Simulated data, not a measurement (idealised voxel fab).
The following is a process module called voxel transistor to metal.
The width of the displayed cross-section, cut, is 155 nm; its cells are square, with a size of 5 nm.
Heads up, the way a cross-section reads in here is a grid of square cells, handed over as bands from the top down, with every band being one or more rows of cells. It is stipulated that each band's entry specify, in nanometres, the height of the top of the band and then that of its bottom, followed by the materials of the band in left-to-right sequence, each together with its width in nanometres. A single material marked by the word "all across" is understood to fill the band from edge to edge; the word "blank" is understood to denote empty space. Heights from 0 (as-received wafer is one material below). Bottom band endless downward, as "0 and below". With a width like "30->40", each row of cells in the band differs from the next by the same amount, the top row carrying the first number and the bottom row the second. Step note "everything unchanged" = no cross-section cell changed. Voids not open to the top, 8 cells minimum: see "Non-vented voids". Written width x height at distance; distance is from the left edge; nm. Whatever follows a step's settings on its line is a remark the simulator itself makes about that step. The "overlay nm" setting may appear on a step's line; for a step that uses a mask, it gives how far to the right of its planned position the mask lay, and a negative value indicates the left. Pairs from here to the end. Each: cross-section before one process step, cross-section after it, the latter only as far down as the lowest band that changed. Under each: the step between, and its settings. Mind that the pairs may be taken from different runs of this module on the same starting wafer; whether a pair continues from the pair above depends on its entry headed "Incoming structure", and it does only where that entry says so.

Incoming structure:
* 15 down to 5 | blank: 25 / SiN: 95 / blank: 35
* 5 down to 0 | SiO2: 25 / SiN: 95 / SiO2: 35
* 0 down to -5 | SiO2 all across
* -5 down to -35 | SiO2: 30 / Si: 90 / SiO2: 35
* -35 and below | Si all across
* Non-vented voids: none

Sectional Result:
* 5 down to 0 | SiO2: 25 / blank: 95 / SiO2: 35
* Rest of section, below 0: as before.
* Non-vented voids: none
The cross-sections above show the structure before and after this step: STRIP,etch materials SiN

Incoming structure: see preceding pair, after cross-section.

Sectional Result:
* 0 down to -5 | SiO2: 20 / blank: 105 / SiO2: 30
* Rest of section, below -5: as before.
* Non-vented voids: none
The cross-sections above show the structure before and after this step: SELECTIVE_ETCH,etch materials SiO2,depth nm 5

Incoming structure: see preceding pair, after cross-section.

Sectional Result:
* 0 down to -5 | SiO2: 20 / blank: 105 / SiO2: 30
* -5 down to -10 | SiO2 all across
* Rest of section, below -10: as before.
* Non-vented voids: none
The cross-sections above show the structure before and after this step: OXIDIZE,depth nm 5

Incoming structure: see preceding pair, after cross-section.

Sectional Result:
* 20 down to 15 | polySi: 20 / blank: 105 / polySi: 30
* 15 down to 0 | polySi all across
* 0 down to -5 | SiO2: 20 / polySi: 105 / SiO2: 30
* Rest of section, below -5: as before.
* Non-vented voids: none
The cross-sections above show the structure before and after this step: DIRECTIONAL_DEP,material polySi,thk nm 20

Incoming structure: see preceding pair, after cross-section.

Sectional Result:
* 30 down to 25 | SiCN: 20 / blank: 105 / SiCN: 30
* 25 down to 20 | SiCN all across
* 20 down to 15 | polySi: 20 / SiCN: 105 / polySi: 30
* Rest of section, below 15: as before.
* Non-vented voids: none
The cross-sections above show the structure before and after this step: DIRECTIONAL_DEP,material SiCN,thk nm 10

Incoming structure: see preceding pair, after cross-section.

Sectional Result:
* 25 down to 20 | blank: 70 / SiCN: 15 / blank: 70
* 20 down to 15 | polySi: 20 / blank: 50 / SiCN: 15 / blank: 40 / polySi: 30
* Rest of section, below 15: as before.
* Non-vented voids: none
The cross-sections above show the structure before and after this step: MASKED_ETCH,tone cover,mask id GATE,width nm 15,etch materials SiCN,depth nm 20,overlay nm 0

Incoming structure: see preceding pair, after cross-section.

Sectional Result:
* 25 down to 15 | blank: 70 / SiCN: 15 / blank: 70
* 15 down to 0 | blank: 70 / polySi: 15 / blank: 70
* 0 down to -5 | SiO2: 20 / blank: 50 / polySi: 15 / blank: 40 / SiO2: 30
* Rest of section, below -5: as before.
* Non-vented voids: none
The cross-sections above show the structure before and after this step: MASKED_ETCH,tone cover,mask id GATE,width nm 15,etch materials polySi,depth nm 30,overlay nm 0

Incoming structure: see preceding pair, after cross-section.

Sectional Result:
* 30 down to 25 | blank: 65 / SiO2: 25 / blank: 65
* 25 down to 15 | blank: 65 / SiO2: 5 / SiCN: 15 / SiO2: 5 / blank: 65
* 15 down to 5 | blank: 65 / SiO2: 5 / polySi: 15 / SiO2: 5 / blank: 65
* 5 down to 0 | SiO2: 25 / blank: 40 / SiO2: 5 / polySi: 15 / SiO2: 5 / blank: 30 / SiO2: 35
* 0 down to -5 | SiO2: 70 / polySi: 15 / SiO2: 70
* Rest of section, below -5: as before.
* Non-vented voids: none
The cross-sections above show the structure before and after this step: CONFORMAL_DEP,material SiO2,thk nm 5

Incoming structure: see preceding pair, after cross-section.

Sectional Result:
* 25 down to 15 | blank: 65 / SiO2: 5 / SiCN: 15 / SiO2: 5 / blank: 65
* 15 down to 0 | blank: 65 / SiO2: 5 / polySi: 15 / SiO2: 5 / blank: 65
* 0 down to -5 | SiO2: 25 / blank: 40 / SiO2: 5 / polySi: 15 / SiO2: 5 / blank: 30 / SiO2: 35
* Rest of section, below -5: as before.
* Non-vented voids: none
The cross-sections above show the structure before and after this step: DIRECTIONAL_ETCH,etch materials SiO2,depth nm 5

Incoming structure: see preceding pair, after cross-section.

Sectional Result:
* 35 down to 25 | blank: 55 / SiN: 45 / blank: 55
* 25 down to 15 | blank: 55 / SiN: 10 / SiO2: 5 / SiCN: 15 / SiO2: 5 / SiN: 10 / blank: 55
* 15 down to 10 | blank: 55 / SiN: 10 / SiO2: 5 / polySi: 15 / SiO2: 5 / SiN: 10 / blank: 55
* 10 down to 5 | SiN: 35 / blank: 20 / SiN: 10 / SiO2: 5 / polySi: 15 / SiO2: 5 / SiN: 10 / blank: 10 / SiN: 45
* 5 down to 0 | SiN: 65 / SiO2: 5 / polySi: 15 / SiO2: 5 / SiN: 65
* 0 down to -5 | SiO2: 25 / SiN: 40 / SiO2: 5 / polySi: 15 / SiO2: 5 / SiN: 30 / SiO2: 35
* Rest of section, below -5: as before.
* Non-vented voids: none
The cross-sections above show the structure before and after this step: CONFORMAL_DEP,material SiN,thk nm 10

Incoming structure: see preceding pair, after cross-section.

Sectional Result:
* 25 down to 15 | blank: 55 / SiN: 10 / SiO2: 5 / SiCN: 15 / SiO2: 5 / SiN: 10 / blank: 55
* 15 down to 0 | blank: 55 / SiN: 10 / SiO2: 5 / polySi: 15 / SiO2: 5 / SiN: 10 / blank: 55
* 0 down to -5 | SiO2: 25 / SiN: 10 / blank: 20 / SiN: 10 / SiO2: 5 / polySi: 15 / SiO2: 5 / SiN: 10 / blank: 10 / SiN: 10 / SiO2: 35
* Rest of section, below -5: as before.
* Non-vented voids: none
The cross-sections above show the structure before and after this step: DIRECTIONAL_ETCH,etch materials SiN,depth nm 10

Incoming structure: see preceding pair, after cross-section.

Sectional Result:
* 25 down to 20 | blank: 55 / SiN: 10 / blank: 5 / SiCN: 15 / blank: 5 / SiN: 10 / blank: 55
* 20 down to 15 | blank: 55 / SiN: 10 / SiO2: 5 / SiCN: 15 / SiO2: 5 / SiN: 10 / blank: 55
* 15 down to 0 | blank: 55 / SiN: 10 / SiO2: 5 / polySi: 15 / SiO2: 5 / SiN: 10 / blank: 55
* 0 down to -5 | blank: 25 / SiN: 10 / blank: 20 / SiN: 10 / SiO2: 5 / polySi: 15 / SiO2: 5 / SiN: 10 / blank: 10 / SiN: 10 / blank: 35
* -5 down to -10 | SiO2: 35 / blank: 20 / SiO2: 45 / blank: 10 / SiO2: 45
* Rest of section, below -10: as before.
* Non-vented voids: none
The cross-sections above show the structure before and after this step: DIRECTIONAL_ETCH,etch materials SiO2,depth nm 5

Incoming structure: see preceding pair, after cross-section.

Sectional Result:
* 25 down to 20 | blank: 55 / SiN: 10 / blank: 5 / SiCN: 15 / blank: 5 / SiN: 10 / blank: 55
* 20 down to 15 | blank: 55 / SiN: 10 / SiO2: 5 / SiCN: 15 / SiO2: 5 / SiN: 10 / blank: 55
* 15 down to 0 | blank: 55 / SiN: 10 / SiO2: 5 / polySi: 15 / SiO2: 5 / SiN: 10 / blank: 55
* 0 down to -5 | blank: 25 / SiN: 10 / blank: 20 / SiN: 10 / SiO2: 5 / polySi: 15 / SiO2: 5 / SiN: 10 / blank: 10 / SiN: 10 / blank: 35
* -5 down to -10 | SiO2: 35 / blank: 20 / SiO2: 45 / blank: 10 / SiO2: 45
* -10 down to -25 | SiO2: 30 / Si: 5 / blank: 20 / Si: 45 / blank: 10 / Si: 10 / SiO2: 35
* Rest of section, below -25: as before.
* Non-vented voids: none
The cross-sections above show the structure before and after this step: DIRECTIONAL_ETCH,etch materials Si,depth nm 15

Incoming structure: see preceding pair, after cross-section.

Sectional Result:
* 25 down to 20 | blank: 55 / SiN: 10 / blank: 5 / SiCN: 15 / blank: 5 / SiN: 10 / blank: 55
* 20 down to 15 | blank: 55 / SiN: 10 / SiO2: 5 / SiCN: 15 / SiO2: 5 / SiN: 10 / blank: 55
* 15 down to 10 | blank: 55 / SiN: 10 / SiO2: 5 / polySi: 15 / SiO2: 5 / SiN: 10 / blank: 55
* 10 down to 0 | blank: 25 / pSi: 30 / SiN: 10 / SiO2: 5 / polySi: 15 / SiO2: 5 / SiN: 10 / pSi: 20 / blank: 35
* 0 down to -5 | blank: 25 / SiN: 10 / pSi: 20 / SiN: 10 / SiO2: 5 / polySi: 15 / SiO2: 5 / SiN: 10 / pSi: 10 / SiN: 10 / blank: 35
* -5 down to -10 | SiO2: 35 / pSi: 20 / SiO2: 45 / pSi: 10 / SiO2: 45
* -10 down to -25 | SiO2: 30 / Si: 5 / pSi: 20 / Si: 45 / pSi: 10 / Si: 10 / SiO2: 35
* Rest of section, below -25: as before.
* Non-vented voids: none
The cross-sections above show the structure before and after this step: EPI,material pSi,thk nm 20

Incoming structure: see preceding pair, after cross-section.

Sectional Result:
* 35 down to 25 | SiO2 all across
* 25 down to 15 | SiO2: 55 / SiN: 10 / SiO2: 5 / SiCN: 15 / SiO2: 5 / SiN: 10 / SiO2: 55
* 15 down to 10 | SiO2: 55 / SiN: 10 / SiO2: 5 / polySi: 15 / SiO2: 5 / SiN: 10 / SiO2: 55
* 10 down to 0 | SiO2: 25 / pSi: 30 / SiN: 10 / SiO2: 5 / polySi: 15 / SiO2: 5 / SiN: 10 / pSi: 20 / SiO2: 35
* 0 down to -5 | SiO2: 25 / SiN: 10 / pSi: 20 / SiN: 10 / SiO2: 5 / polySi: 15 / SiO2: 5 / SiN: 10 / pSi: 10 / SiN: 10 / SiO2: 35
* Rest of section, below -5: as before.
* Non-vented voids: none
The cross-sections above show the structure before and after this step: FILL_DEP,material SiO2,thk nm 10

Incoming structure: see preceding pair, after cross-section.

Sectional Result:
* 25 down to 15 | SiO2: 55 / SiN: 10 / SiO2: 5 / SiCN: 15 / SiO2: 5 / SiN: 10 / SiO2: 55
* Rest of section, below 15: as before.
* Non-vented voids: none
The cross-sections above show the structure before and after this step: CMP,height nm 25

Incoming structure: see preceding pair, after cross-section.

Sectional Result:
* 40 down to 25 | SiO2 all across
* Rest of section, below 25: as before.
* Non-vented voids: none
The cross-sections above show the structure before and after this step: DIRECTIONAL_DEP,material SiO2,thk nm 15

Incoming structure: see preceding pair, after cross-section.

Sectional Result:
* 55 down to 40 | resist: 35 / blank: 20 / resist: 45 / blank: 20 / resist: 35
* Rest of section, below 40: as before.
* Non-vented voids: none
The cross-sections above show the structure before and after this step: PATTERN,tone open,mask id CONTACT,material resist,width nm 20,pitch nm 65,thk nm 15,overlay nm 0

Incoming structure: see preceding pair, after cross-section.

Sectional Result:
* 55 down to 40 | resist: 35 / blank: 20 / resist: 45 / blank: 20 / resist: 35
* 40 down to 25 | SiO2: 35 / blank: 20 / SiO2: 45 / blank: 20 / SiO2: 35
* 25 down to 15 | SiO2: 35 / blank: 20 / SiN: 10 / SiO2: 5 / SiCN: 15 / SiO2: 5 / SiN: 10 / blank: 20 / SiO2: 35
* 15 down to 10 | SiO2: 35 / blank: 20 / SiN: 10 / SiO2: 5 / polySi: 15 / SiO2: 5 / SiN: 10 / blank: 20 / SiO2: 35
* Rest of section, below 10: as before.
* Non-vented voids: none
The cross-sections above show the structure before and after this step: DIRECTIONAL_ETCH,etch materials SiO2,depth nm 30

Incoming structure: see preceding pair, after cross-section.

Sectional Result:
* 40 down to 25 | SiO2: 35 / blank: 20 / SiO2: 45 / blank: 20 / SiO2: 35
* Rest of section, below 25: as before.
* Non-vented voids: none
The cross-sections above show the structure before and after this step: STRIP,etch materials resist

Incoming structure: see preceding pair, after cross-section.

Sectional Result:
* 45 down to 40 | TiN: 40 / blank: 10 / TiN: 55 / blank: 10 / TiN: 40
* 40 down to 25 | SiO2: 35 / TiN: 5 / blank: 10 / TiN: 5 / SiO2: 45 / TiN: 5 / blank: 10 / TiN: 5 / SiO2: 35
* 25 down to 15 | SiO2: 35 / TiN: 5 / blank: 10 / TiN: 5 / SiN: 10 / SiO2: 5 / SiCN: 15 / SiO2: 5 / SiN: 10 / TiN: 5 / blank: 10 / TiN: 5 / SiO2: 35
* 15 down to 10 | SiO2: 35 / TiN: 20 / SiN: 10 / SiO2: 5 / polySi: 15 / SiO2: 5 / SiN: 10 / TiN: 20 / SiO2: 35
* Rest of section, below 10: as before.
* Non-vented voids: none
The cross-sections above show the structure before and after this step: CONFORMAL_DEP,material TiN,thk nm 5

Incoming structure: see preceding pair, after cross-section.

Sectional Result:
* 50 down to 45 | W all across
* 45 down to 40 | TiN: 40 / W: 10 / TiN: 55 / W: 10 / TiN: 40
* 40 down to 25 | SiO2: 35 / TiN: 5 / W: 10 / TiN: 5 / SiO2: 45 / TiN: 5 / W: 10 / TiN: 5 / SiO2: 35
* 25 down to 15 | SiO2: 35 / TiN: 5 / W: 10 / TiN: 5 / SiN: 10 / SiO2: 5 / SiCN: 15 / SiO2: 5 / SiN: 10 / TiN: 5 / W: 10 / TiN: 5 / SiO2: 35
* Rest of section, below 15: as before.
* Non-vented voids: none
The cross-sections above show the structure before and after this step: FILL_DEP,material W,thk nm 5

Incoming structure: see preceding pair, after cross-section.

Sectional Result:
* 40 down to 25 | SiO2: 35 / TiN: 5 / W: 10 / TiN: 5 / SiO2: 45 / TiN: 5 / W: 10 / TiN: 5 / SiO2: 35
* Rest of section, below 25: as before.
* Non-vented voids: none
The cross-sections above show the structure before and after this step: CMP,height nm 40

Incoming structure: see preceding pair, after cross-section.

Sectional Result:
* 45 down to 40 | TiN all across
* Rest of section, below 40: as before.
* Non-vented voids: none
The cross-sections above show the structure before and after this step: DIRECTIONAL_DEP,material TiN,thk nm 5

Incoming structure: see preceding pair, after cross-section.

Sectional Result:
* 70 down to 45 | Ru all across
* Rest of section, below 45: as before.
* Non-vented voids: none
The cross-sections above show the structure before and after this step: DIRECTIONAL_DEP,material Ru,thk nm 25

Incoming structure: see preceding pair, after cross-section.

Sectional Result:
* 85 down to 70 | blank: 35 / resist: 20 / blank: 45 / resist: 20 / blank: 35
* Rest of section, below 70: as before.
* Non-vented voids: none
The cross-sections above show the structure before and after this step: PATTERN,tone cover,mask id METAL_1,material resist,width nm 20,pitch nm 65,thk nm 15,overlay nm 0

Incoming structure: see preceding pair, after cross-section.

Sectional Result:
* 85 down to 70 | blank: 35 / resist: 20 / blank: 45 / resist: 20 / blank: 35
* 70 down to 45 | blank: 35 / Ru: 20 / blank: 45 / Ru: 20 / blank: 35
* Rest of section, below 45: as before.
* Non-vented voids: none
The cross-sections above show the structure before and after this step: DIRECTIONAL_ETCH,etch materials Ru,depth nm 25

Incoming structure: see preceding pair, after cross-section.

Sectional Result:
* 85 down to 70 | blank: 35 / resist: 20 / blank: 45 / resist: 20 / blank: 35
* 70 down to 45 | blank: 35 / Ru: 20 / blank: 45 / Ru: 20 / blank: 35
* 45 down to 40 | blank: 35 / TiN: 20 / blank: 45 / TiN: 20 / blank: 35
* Rest of section, below 40: as before.
* Non-vented voids: none
The cross-sections above show the structure before and after this step: DIRECTIONAL_ETCH,etch materials TiN,depth nm 5

Incoming structure: see preceding pair, after cross-section.

Sectional Result:
* 70 down to 45 | blank: 35 / Ru: 20 / blank: 45 / Ru: 20 / blank: 35
* Rest of section, below 45: as before.
* Non-vented voids: none
The cross-sections above show the structure before and after this step: STRIP,etch materials resist

Incoming structure: see preceding pair, after cross-section.

Sectional Result:
* 80 down to 70 | lowk all across
* 70 down to 45 | lowk: 35 / Ru: 20 / lowk: 45 / Ru: 20 / lowk: 35
* 45 down to 40 | lowk: 35 / TiN: 20 / lowk: 45 / TiN: 20 / lowk: 35
* Rest of section, below 40: as before.
* Non-vented voids: none
The cross-sections above show the structure before and after this step: FILL_DEP,material lowk,thk nm 10

Incoming structure: see preceding pair, after cross-section.

Sectional Result:
* 70 down to 45 | lowk: 35 / Ru: 20 / lowk: 45 / Ru: 20 / lowk: 35
* Rest of section, below 45: as before.
* Non-vented voids: none
The cross-sections above show the structure before and after this step: CMP,height nm 70

Incoming structure: see preceding pair, after cross-section.

Sectional Result:
* 75 down to 70 | SiCN all across
* Rest of section, below 70: as before.
* Non-vented voids: none
The cross-sections above show the structure before and after this step: CONFORMAL_DEP,material SiCN,thk nm 5

Incoming structure: see preceding pair, after cross-section.

Sectional Result:
* 110 down to 75 | SiO2 all across
* Rest of section, below 75: as before.
* Non-vented voids: none
The cross-sections above show the structure before and after this step: DIRECTIONAL_DEP,material SiO2,thk nm 35

Incoming structure: see preceding pair, after cross-section.

Sectional Result:
* 110 down to 75 | SiO2: 35 / blank: 15 / SiO2: 50 / blank: 15 / SiO2: 40
* Rest of section, below 75: as before.
* Non-vented voids: none
The cross-sections above show the structure before and after this step: MASKED_ETCH,tone open,mask id METAL_2_HOLES,width nm 15,pitch nm 65,etch materials SiO2,depth nm 35,overlay nm 0

Incoming structure: see preceding pair, after cross-section.

Sectional Result:
* 130 down to 110 | resist: 35 / blank: 20 / resist: 45 / blank: 20 / resist: 35
* Rest of section, below 110: as before.
* Non-vented voids: none
The cross-sections above show the structure before and after this step: PATTERN,tone open,mask id METAL_2,material resist,width nm 20,pitch nm 65,thk nm 20,overlay nm 0

Incoming structure: see preceding pair, after cross-section.

Sectional Result:
* 130 down to 110 | resist: 35 / blank: 20 / resist: 45 / blank: 20 / resist: 35
* 110 down to 90 | SiO2: 35 / blank: 20 / SiO2: 45 / blank: 20 / SiO2: 35
* Rest of section, below 90: as before.
* Non-vented voids: none
The cross-sections above show the structure before and after this step: DIRECTIONAL_ETCH,etch materials SiO2,depth nm 20

Incoming structure: see preceding pair, after cross-section.

Sectional Result:
* 130 down to 110 | resist: 35 / blank: 20 / resist: 45 / blank: 20 / resist: 35
* 110 down to 90 | SiO2: 35 / blank: 20 / SiO2: 45 / blank: 20 / SiO2: 35
* 90 down to 75 | SiO2: 35 / blank: 15 / SiO2: 50 / blank: 15 / SiO2: 40
* 75 down to 70 | SiCN: 35 / blank: 15 / SiCN: 50 / blank: 15 / SiCN: 40
* Rest of section, below 70: as before.
* Non-vented voids: none
The cross-sections above show the structure before and after this step: DIRECTIONAL_ETCH,etch materials SiCN,depth nm 5

Incoming structure: see preceding pair, after cross-section.

Sectional Result:
* 110 down to 90 | SiO2: 35 / blank: 20 / SiO2: 45 / blank: 20 / SiO2: 35
* Rest of section, below 90: as before.
* Non-vented voids: none
The cross-sections above show the structure before and after this step: STRIP,etch materials resist

Incoming structure: see preceding pair, after cross-section.

Sectional Result:
* 115 down to 110 | TiN: 40 / blank: 10 / TiN: 55 / blank: 10 / TiN: 40
* 110 down to 95 | SiO2: 35 / TiN: 5 / blank: 10 / TiN: 5 / SiO2: 45 / TiN: 5 / blank: 10 / TiN: 5 / SiO2: 35
* 95 down to 90 | SiO2: 35 / TiN: 5 / blank: 5 / TiN: 10 / SiO2: 45 / TiN: 5 / blank: 5 / TiN: 10 / SiO2: 35
* 90 down to 75 | SiO2: 35 / TiN: 5 / blank: 5 / TiN: 5 / SiO2: 50 / TiN: 5 / blank: 5 / TiN: 5 / SiO2: 40
* 75 down to 70 | SiCN: 35 / TiN: 15 / SiCN: 50 / TiN: 15 / SiCN: 40
* Rest of section, below 70: as before.
* Non-vented voids: none
The cross-sections above show the structure before and after this step: CONFORMAL_DEP,material TiN,thk nm 5

Incoming structure: see preceding pair, after cross-section.

Sectional Result:
* 120 down to 115 | Ru all across
* 115 down to 110 | TiN: 40 / Ru: 10 / TiN: 55 / Ru: 10 / TiN: 40
* 110 down to 95 | SiO2: 35 / TiN: 5 / Ru: 10 / TiN: 5 / SiO2: 45 / TiN: 5 / Ru: 10 / TiN: 5 / SiO2: 35
* 95 down to 90 | SiO2: 35 / TiN: 5 / Ru: 5 / TiN: 10 / SiO2: 45 / TiN: 5 / Ru: 5 / TiN: 10 / SiO2: 35
* 90 down to 75 | SiO2: 35 / TiN: 5 / Ru: 5 / TiN: 5 / SiO2: 50 / TiN: 5 / Ru: 5 / TiN: 5 / SiO2: 40
* Rest of section, below 75: as before.
* Non-vented voids: none
The cross-sections above show the structure before and after this step: FILL_DEP,material Ru,thk nm 5

Incoming structure: see preceding pair, after cross-section.

Sectional Result:
* 110 down to 95 | SiO2: 35 / TiN: 5 / Ru: 10 / TiN: 5 / SiO2: 45 / TiN: 5 / Ru: 10 / TiN: 5 / SiO2: 35
* Rest of section, below 95: as before.
* Non-vented voids: none
The cross-sections above show the structure before and after this step: CMP,height nm 110

Incoming structure: see preceding pair, after cross-section.

Sectional Result:
* 115 down to 110 | SiCN all across
* Rest of section, below 110: as before.
* Non-vented voids: none
The cross-sections above show the structure before and after this step: CONFORMAL_DEP,material SiCN,thk nm 5

Incoming structure:
* 110 down to 95 | SiO2: 35 / TiN: 5 / Ru: 10 / TiN: 5 / SiO2: 45 / TiN: 5 / Ru: 10 / TiN: 5 / SiO2: 35
* 95 down to 90 | SiO2: 35 / TiN: 5 / Ru: 5 / TiN: 10 / SiO2: 45 / TiN: 5 / Ru: 5 / TiN: 10 / SiO2: 35
* 90 down to 75 | SiO2: 35 / TiN: 5 / Ru: 5 / TiN: 5 / SiO2: 50 / TiN: 5 / Ru: 5 / TiN: 5 / SiO2: 40
* 75 down to 70 | SiCN: 35 / TiN: 15 / SiCN: 50 / TiN: 15 / SiCN: 40
* 70 down to 45 | lowk: 35 / Ru: 20 / lowk: 45 / Ru: 20 / lowk: 35
* 45 down to 40 | lowk: 35 / TiN: 20 / lowk: 45 / TiN: 20 / lowk: 35
* 40 down to 25 | SiO2: 35 / TiN: 5 / W: 10 / TiN: 5 / SiO2: 45 / TiN: 5 / W: 10 / TiN: 5 / SiO2: 35
* 25 down to 15 | SiO2: 35 / TiN: 5 / W: 10 / TiN: 5 / SiN: 10 / SiO2: 5 / SiCN: 15 / SiO2: 5 / SiN: 10 / TiN: 5 / W: 10 / TiN: 5 / SiO2: 35
* 15 down to 10 | SiO2: 35 / TiN: 20 / SiN: 10 / SiO2: 5 / polySi: 15 / SiO2: 5 / SiN: 10 / TiN: 20 / SiO2: 35
* 10 down to 0 | SiO2: 30 / pSi: 25 / SiN: 10 / SiO2: 5 / polySi: 15 / SiO2: 5 / SiN: 10 / pSi: 25 / SiO2: 30
* 0 down to -5 | SiO2: 30 / SiN: 10 / pSi: 15 / SiN: 10 / SiO2: 5 / polySi: 15 / SiO2: 5 / SiN: 10 / pSi: 15 / SiN: 10 / SiO2: 30
* -5 down to -10 | SiO2: 40 / pSi: 15 / SiO2: 45 / pSi: 15 / SiO2: 40
* -10 down to -25 | SiO2: 35 / Si: 5 / pSi: 15 / Si: 45 / pSi: 15 / Si: 5 / SiO2: 35
* -25 down to -35 | SiO2: 35 / Si: 85 / SiO2: 35
* -35 and below | Si all across
* Non-vented voids: none

Sectional Result:
* 115 down to 110 | TiN all across
* Rest of section, below 110: as before.
* Non-vented voids: none
The cross-sections above show the structure before and after this step: CONFORMAL_DEP,material TiN,thk nm 5

Incoming structure:
* 15 down to 0 | SiN all across
* 0 down to -5 | SiO2 all across
* -5 and below | Si all across
* Non-vented voids: none

Sectional Result:
* 15 down to 0 | SiN: 30 / blank: 95 / SiN: 30
* Rest of section, below 0: as before.
* Non-vented voids: none
The cross-sections above show the structure before and after this step: MASKED_ETCH,tone open,mask id ACTIVE,width nm 95,etch materials SiN,depth nm 15,overlay nm 0

Incoming structure: see preceding pair, after cross-section.

Sectional Result:
* 20 down to 15 | SiO2 all across
* 15 down to 0 | SiN: 30 / SiO2: 95 / SiN: 30
* Rest of section, below 0: as before.
* Non-vented voids: none
The cross-sections above show the structure before and after this step: FILL_DEP,material SiO2,thk nm 5

Incoming structure: see preceding pair, after cross-section.

Sectional Result:
* 15 down to 0 | SiN: 30 / SiO2: 95 / SiN: 30
* Rest of section, below 0: as before.
* Non-vented voids: none
The cross-sections above show the structure before and after this step: CMP,height nm 15

Incoming structure: see preceding pair, after cross-section.

Sectional Result:
* 15 down to 5 | SiN: 30 / blank: 95 / SiN: 30
* Rest of section, below 5: as before.
* Non-vented voids: none
The cross-sections above show the structure before and after this step: SELECTIVE_ETCH,etch materials SiO2,depth nm 10

Incoming structure: see preceding pair, after cross-section.

Sectional Result:
* 5 down to 0 | blank: 30 / SiO2: 95 / blank: 30
* Rest of section, below 0: as before.
* Non-vented voids: none
The cross-sections above show the structure before and after this step: STRIP,etch materials SiN

Incoming structure: see preceding pair, after cross-section.

Sectional Result:
* 0 down to -5 | blank: 35 / SiO2: 85 / blank: 35
* Rest of section, below -5: as before.
* Non-vented voids: none
The cross-sections above show the structure before and after this step: SELECTIVE_ETCH,etch materials SiO2,depth nm 5

Incoming structure: see preceding pair, after cross-section.

Sectional Result:
* 0 down to -5 | blank: 35 / SiO2: 85 / blank: 35
* -5 down to -10 | SiO2: 40 / Si: 75 / SiO2: 40
* Rest of section, below -10: as before.
* Non-vented voids: none
The cross-sections above show the structure before and after this step: OXIDIZE,depth nm 5

Incoming structure: see preceding pair, after cross-section.

Sectional Result:
* 20 down to 15 | blank: 35 / polySi: 85 / blank: 35
* 15 down to 0 | polySi all across
* 0 down to -5 | polySi: 35 / SiO2: 85 / polySi: 35
* Rest of section, below -5: as before.
* Non-vented voids: none
The cross-sections above show the structure before and after this step: DIRECTIONAL_DEP,material polySi,thk nm 20

Incoming structure: see preceding pair, after cross-section.

Sectional Result:
* 30 down to 25 | blank: 35 / SiCN: 85 / blank: 35
* 25 down to 20 | SiCN all across
* 20 down to 15 | SiCN: 35 / polySi: 85 / SiCN: 35
* Rest of section, below 15: as before.
* Non-vented voids: none
The cross-sections above show the structure before and after this step: DIRECTIONAL_DEP,material SiCN,thk nm 10

Incoming structure: see preceding pair, after cross-section.

Sectional Result:
* 30 down to 20 | blank: 70 / SiCN: 15 / blank: 70
* 20 down to 15 | blank: 35 / polySi: 85 / blank: 35
* Rest of section, below 15: as before.
* Non-vented voids: none
The cross-sections above show the structure before and after this step: MASKED_ETCH,tone cover,mask id GATE,width nm 15,etch materials SiCN,depth nm 20,overlay nm 0

Incoming structure: see preceding pair, after cross-section.

Sectional Result:
* 30 down to 20 | blank: 70 / SiCN: 15 / blank: 70
* 20 down to 0 | blank: 70 / polySi: 15 / blank: 70
* 0 down to -5 | blank: 35 / SiO2: 85 / blank: 35
* Rest of section, below -5: as before.
* Non-vented voids: none
The cross-sections above show the structure before and after this step: MASKED_ETCH,tone cover,mask id GATE,width nm 15,etch materials polySi,depth nm 30,overlay nm 0

Incoming structure: see preceding pair, after cross-section.

Sectional Result:
* 35 down to 30 | blank: 65 / SiO2: 25 / blank: 65
* 30 down to 20 | blank: 65 / SiO2: 5 / SiCN: 15 / SiO2: 5 / blank: 65
* 20 down to 5 | blank: 65 / SiO2: 5 / polySi: 15 / SiO2: 5 / blank: 65
* 5 down to 0 | blank: 30 / SiO2: 40 / polySi: 15 / SiO2: 40 / blank: 30
* 0 down to -5 | SiO2 all across
* Rest of section, below -5: as before.
* Non-vented voids: none
The cross-sections above show the structure before and after this step: CONFORMAL_DEP,material SiO2,thk nm 5

Incoming structure: see preceding pair, after cross-section.

Sectional Result:
* 30 down to 20 | blank: 65 / SiO2: 5 / SiCN: 15 / SiO2: 5 / blank: 65
* 20 down to 0 | blank: 65 / SiO2: 5 / polySi: 15 / SiO2: 5 / blank: 65
* 0 down to -5 | blank: 30 / SiO2: 95 / blank: 30
* Rest of section, below -5: as before.
* Non-vented voids: none
The cross-sections above show the structure before and after this step: DIRECTIONAL_ETCH,etch materials SiO2,depth nm 5

Incoming structure: see preceding pair, after cross-section.

Sectional Result:
* 40 down to 30 | blank: 55 / SiN: 45 / blank: 55
* 30 down to 20 | blank: 55 / SiN: 10 / SiO2: 5 / SiCN: 15 / SiO2: 5 / SiN: 10 / blank: 55
* 20 down to 10 | blank: 55 / SiN: 10 / SiO2: 5 / polySi: 15 / SiO2: 5 / SiN: 10 / blank: 55
* 10 down to 5 | blank: 20 / SiN: 45 / SiO2: 5 / polySi: 15 / SiO2: 5 / SiN: 45 / blank: 20
* 5 down to 0 | SiN: 65 / SiO2: 5 / polySi: 15 / SiO2: 5 / SiN: 65
* 0 down to -5 | SiN: 30 / SiO2: 95 / SiN: 30
* Rest of section, below -5: as before.
* Non-vented voids: none
The cross-sections above show the structure before and after this step: CONFORMAL_DEP,material SiN,thk nm 10

Incoming structure: see preceding pair, after cross-section.

Sectional Result:
* 30 down to 20 | blank: 55 / SiN: 10 / SiO2: 5 / SiCN: 15 / SiO2: 5 / SiN: 10 / blank: 55
* 20 down to 0 | blank: 55 / SiN: 10 / SiO2: 5 / polySi: 15 / SiO2: 5 / SiN: 10 / blank: 55
* 0 down to -5 | blank: 20 / SiN: 10 / SiO2: 95 / SiN: 10 / blank: 20
* Rest of section, below -5: as before.
* Non-vented voids: none
The cross-sections above show the structure before and after this step: DIRECTIONAL_ETCH,etch materials SiN,depth nm 10
